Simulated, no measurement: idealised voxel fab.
This is a process module. Its name is voxel self aligned contacts.
Cross-section cut spans 170 nm and uses square cells 5 nm in size.
Each cross-section below is a grid of square cells, stated as bands in top-down order, with one or more rows of cells making up each band.
Heads up on the band format: heights come first, top then bottom, in nm. After that it's the materials left to right, each with its width in nm. A single material flagged "throughout" fills the whole band edge to edge, and "air" means there's empty space there.
A quick word on heights: they are counted from 0, and under that level the wafer as it came to us is one material throughout. The lowest band is different from the rest in having no bottom; it simply continues downward, written as in "0 nm and below".
Graded width ("30->40"): value in top row of band = first number; value in bottom row = second number; row-to-row change constant.
"same as before" for a step: no cell of the cross-section changed in that step.
Closed-off voids of 8+ cells (no open route to the top) go in "Closed voids list", written width x height at distance from the left edge, in nm.
On a step's line, text after the settings is the simulator commenting on that step.
"overlay nm" answers the question of how far to the right of plan the mask lay on a step that has a mask, and when it is negative the answer is to the left.

Intended process steps
| 1 | RECEIVE, material Si |
| 2 | CONFORMAL_DEP, material SiO2, thk nm 5 |
| 3 | DIRECTIONAL_DEP, material polySi, thk nm 30 |
| 4 | DIRECTIONAL_DEP, material SiN, thk nm 15 |
| 5 | MASKED_ETCH, tone cover, mask id GATE, width nm 25, pitch nm 50, etch materials SiN, depth nm 15, overlay nm 0 |
| 6 | MASKED_ETCH, tone cover, mask id GATE, width nm 25, pitch nm 50, etch materials polySi, depth nm 30, overlay nm 0 |
| 7 | CONFORMAL_DEP, material SiN, thk nm 5 |
| 8 | DIRECTIONAL_ETCH, etch materials SiN, depth nm 5 |
| 9 | FILL_DEP, material SiO2, thk nm 15 |
| 10 | CMP, height nm 60 |
| 11 | DIRECTIONAL_DEP, material aC, thk nm 10 |
| 12 | PATTERN, tone open, mask id CONTACT, material resist, width nm 35, pitch nm 50, thk nm 30, overlay nm 0 |
| 13 | DIRECTIONAL_ETCH, etch materials aC, depth nm 10 |
| 14 | STRIP, etch materials resist |
| 15 | DIRECTIONAL_ETCH, etch materials SiO2, depth nm 60 |
| 16 | STRIP, etch materials aC |
| 17 | CONFORMAL_DEP, material TiN, thk nm 5 |
| 18 | FILL_DEP, material Ru, thk nm 5 |
| 19 | CMP, height nm 60 |
| 20 | CONFORMAL_DEP, material SiCN, thk nm 5 |

Shown in cross-section is the wafer as received, that is, as it stands after step 1
  0 nm and below  Si throughout
  Closed voids list: none

Run as planned - first of the two wafers cross-sectioned at the end of the module
  65 nm to 60 nm  SiCN throughout
  60 nm to 50 nm  SiO2 (40) | TiN (5->15) | Ru (25->5) | TiN (5->15) | SiO2 (15) | TiN (5->15) | Ru (25->5) | TiN (5->15) | SiO2 (45)
  50 nm to 35 nm  SiO2 (15) | SiN (35) | TiN (5) | Ru (5) | TiN (5) | SiN (35) | TiN (5) | Ru (5) | TiN (5) | SiN (35) | SiO2 (20)
  35 nm to 5 nm  SiO2 (15) | SiN (5) | polySi (25) | SiN (5) | TiN (5) | Ru (5) | TiN (5) | SiN (5) | polySi (25) | SiN (5) | TiN (5) | Ru (5) | TiN (5) | SiN (5) | polySi (25) | SiN (5) | SiO2 (20)
  5 nm to 0 nm  SiO2 (50) | TiN (15) | SiO2 (35) | TiN (15) | SiO2 (55)
  0 nm and below  Si throughout
  Closed voids list: none

What the second wafer looks like in cross-section once the module is done. Its start and its plan matched the first wafer's exactly; what differed was one mistake in how it was run
  65 nm to 60 nm  SiCN throughout
  60 nm to 50 nm  SiO2 (40) | TiN (5->10) | Ru (25->15) | TiN (5->10) | SiO2 (15) | TiN (5->10) | Ru (25->15) | TiN (5->10) | SiO2 (45)
  50 nm to 40 nm  SiO2 (20) | SiN (25) | TiN (5) | Ru (15) | TiN (5) | SiN (25) | TiN (5) | Ru (15) | TiN (5) | SiN (25) | SiO2 (25)
  40 nm to 35 nm  SiO2 (20) | SiN (25) | TiN (10) | Ru (5) | TiN (10) | SiN (25) | TiN (10) | Ru (5) | TiN (10) | SiN (25) | SiO2 (25)
  35 nm to 5 nm  SiO2 (15) | SiN (5) | polySi (25) | SiN (5) | TiN (5) | Ru (5) | TiN (5) | SiN (5) | polySi (25) | SiN (5) | TiN (5) | Ru (5) | TiN (5) | SiN (5) | polySi (25) | SiN (5) | SiO2 (20)
  5 nm to 0 nm  SiO2 (50) | TiN (15) | SiO2 (35) | TiN (15) | SiO2 (55)
  0 nm and below  Si throughout
  Closed voids list: none
Run error: for step 5, the planned setting was not used; the step was instead run as MASKED_ETCH, tone cover, mask id GATE, width nm 15, pitch nm 50, etch materials SiN, depth nm 15, overlay nm 0
FYI, end of process, the second wafer has more or fewer cells of some materials than the first: Ru +12; SiN -18; SiO2 +6
